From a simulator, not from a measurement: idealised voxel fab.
Presented below is a process module, voxel plated lines.
Each square cell in cross-section cut measures 5 nm, and the section as a whole is 265 nm wide.
The cross-sections in this document take the form of a grid made of square cells. They are written out as bands, in order from top to bottom. Each band consists of one or more rows of cells.
It is stipulated that each band's entry specify, in nanometres, the height of the top of the band and then that of its bottom, followed by the materials of the band in left-to-right sequence, each together with its width in nanometres. A single material marked by the word "all across" is understood to fill the band from edge to edge; the word "air" is understood to denote empty space.
All heights in this document are referenced to 0, defined as the level beneath which the wafer, as received, consists entirely of one material. The lowest band is not bounded below; it extends indefinitely downward and is written in the form "0 nm and below".
A two-number width, for instance "30 to 40", indicates that the width is equal to the first number in the top row of the band and to the second number in the bottom row, and that it changes by a constant amount per row of cells.
Key: "no alteration" - step with no changed cell in the cross-section.
Enclosed voids (no open way to top), threshold 8 cells or more, entry "Completely sealed voids", notation width x height at distance, distance from left edge, nm.
If you see something after the settings on a step's line, that's the simulator's own remark about that step.
You can add "overlay nm" to a step's line. For a step with a mask, it describes how far the mask lay to the right of its planned position, and a negative number describes a lay to the left.

These are the steps we planned for the process:
| 1 | RECEIVE with material Si |
| 2 | CONFORMAL_DEP with material SiO2, thk nm 10 |
| 3 | DIRECTIONAL_DEP with material TiN, thk nm 5 |
| 4 | PATTERN with tone open, mask id LINES, material resist, width nm 30, pitch nm 50, thk nm 35, overlay nm 0 |
| 5 | EPI with material Ru, thk nm 10 |
| 6 | EPI with material Ru, thk nm 10 |
| 7 | EPI with material Ru, thk nm 10 |
| 8 | STRIP with etch materials resist |
| 9 | DIRECTIONAL_ETCH with etch materials TiN, depth nm 5 |
| 10 | CONFORMAL_DEP with material SiCN, thk nm 5 |

Cross-section of the wafer upon arrival, representing the state reached after step 1:
0 nm and below | Si all across
Completely sealed voids: none

First wafer at the end, as planned:
50 nm to 45 nm | 35 of air | 40 of SiCN | 10 of air | 40 of SiCN | 10 of air | 40 of SiCN | 10 of air | 40 of SiCN | 40 of air
45 nm to 15 nm | 35 of air | 5 of SiCN | 30 of Ru | 5 of SiCN | 10 of air | 5 of SiCN | 30 of Ru | 5 of SiCN | 10 of air | 5 of SiCN | 30 of Ru | 5 of SiCN | 10 of air | 5 of SiCN | 30 of Ru | 5 of SiCN | 40 of air
15 nm to 10 nm | 40 of SiCN | 30 of TiN | 20 of SiCN | 30 of TiN | 20 of SiCN | 30 of TiN | 20 of SiCN | 30 of TiN | 45 of SiCN
10 nm to 0 nm | SiO2 all across
0 nm and below | Si all across
Completely sealed voids: none

End-of-module cross-section of the second wafer: identical starting point and process plan to the first, with one processing mistake:
50 nm to 45 nm | 30 of air | 40 of SiCN | 10 of air | 40 of SiCN | 10 of air | 40 of SiCN | 10 of air | 40 of SiCN | 45 of air
45 nm to 15 nm | 30 of air | 5 of SiCN | 30 of Ru | 5 of SiCN | 10 of air | 5 of SiCN | 30 of Ru | 5 of SiCN | 10 of air | 5 of SiCN | 30 of Ru | 5 of SiCN | 10 of air | 5 of SiCN | 30 of Ru | 5 of SiCN | 45 of air
15 nm to 10 nm | 35 of SiCN | 30 of TiN | 20 of SiCN | 30 of TiN | 20 of SiCN | 30 of TiN | 20 of SiCN | 30 of TiN | 50 of SiCN
10 nm to 0 nm | SiO2 all across
0 nm and below | Si all across
Completely sealed voids: none
Heads up, the wafer didn't run the way we planned it: step 4 deviated from plan and actually ran as PATTERN with tone open, mask id LINES, material resist, width nm 30, pitch nm 50, thk nm 35, overlay nm -5
In the final comparison it is observed that the number of cells assigned to each material is identical for the two wafers, whereas their placement is not.
